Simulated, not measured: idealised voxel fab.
You're looking at the process module voxel ribs on slabs.
Each square cell in cross-section cut measures 5 nm, and the section as a whole is 290 nm wide.
When this document writes out a cross-section, it uses a grid of square cells and lists it as bands, beginning at the top and moving down, with a band standing for one or more rows of cells. In this notation a band is specified by the heights of its top and bottom, in that order and in nm, after which its materials appear from left to right, each paired with its width in nm. The word "everywhere" attached to a single material means that material fills the band from edge to edge; the word "blank" stands for empty space. Where do heights start? At 0: under that level the wafer as delivered is made of one material only. And the lowest band has no floor; it just carries on downward, as in "0 -> down". A two-number width, for instance "30 to 40", indicates that the width is equal to the first number in the top row of the band and to the second number in the bottom row, and that it changes by a constant amount per row of cells. For the purposes of this document, the phrase "nothing altered" attached to a step denotes that no cell within the cross-section was modified by that step. In "Entrapped voids" the enclosed voids are listed, meaning empty spaces of 8 cells or larger without any opening to the top. The form is width x height at distance, distance from the left edge, units nm. On each step's line, the part that comes after the settings is the simulator's own comment on the step. "overlay nm", when on a step's line for a step with a mask, measures how far to the right of its planned place the mask lay; a negative measure means to the left.
### The planned process steps are enumerated hereunder
1 RECEIVE (material Si)
2 DIRECTIONAL_DEP (material SiO2; thk nm 25)
3 DIRECTIONAL_DEP (material SiN; thk nm 15)
4 DIRECTIONAL_DEP (material aC; thk nm 15)
5 PATTERN (tone cover; mask id RIB; material resist; width nm 25; thk nm 30; overlay nm 0)
6 DIRECTIONAL_ETCH (etch materials aC; depth nm 15)
7 STRIP (etch materials resist)
8 DIRECTIONAL_ETCH (etch materials SiN; depth nm 10)
9 STRIP (etch materials aC)
10 DIRECTIONAL_DEP (material aC; thk nm 10)
11 PATTERN (tone cover; mask id SLAB; material resist; width nm 85; thk nm 25; overlay nm 0)
12 DIRECTIONAL_ETCH (etch materials aC; depth nm 10)
13 STRIP (etch materials resist)
14 DIRECTIONAL_ETCH (etch materials SiN; depth nm 5)
15 STRIP (etch materials aC)
16 FILL_DEP (material SiO2; thk nm 15)
17 CMP (height nm 50)
18 DIRECTIONAL_DEP (material TiN; thk nm 10)
19 DIRECTIONAL_DEP (material aC; thk nm 15)
20 PATTERN (tone cover; mask id HEATER; material resist; width nm 35; thk nm 30; overlay nm 0)
21 DIRECTIONAL_ETCH (etch materials aC; depth nm 15)
22 STRIP (etch materials resist)
23 DIRECTIONAL_ETCH (etch materials TiN; depth nm 10)
24 STRIP (etch materials aC)
25 CONFORMAL_DEP (material SiN; thk nm 10)
### Cross-section: wafer on arrival = after step 1
    0 -> down: Si everywhere
    Entrapped voids: none
### End-of-module cross-section. Starting structure and process plan as above; one mistake made in running it
    70 -> 60: 120 nm blank; 50 nm SiN; 120 nm blank
    60 -> 50: 130 nm SiN; 30 nm TiN; 130 nm SiN
    50 -> 40: SiO2 everywhere
    40 -> 30: 130 nm SiO2; 25 nm SiN; 135 nm SiO2
    30 -> 25: 100 nm SiO2; 85 nm SiN; 105 nm SiO2
    25 -> 0: SiO2 everywhere
    0 -> down: Si everywhere
    Entrapped voids: none
What was done differently from what was planned? step 20 ran as: PATTERN (tone cover; mask id HEATER; material resist; width nm 30; thk nm 30; overlay nm 0)
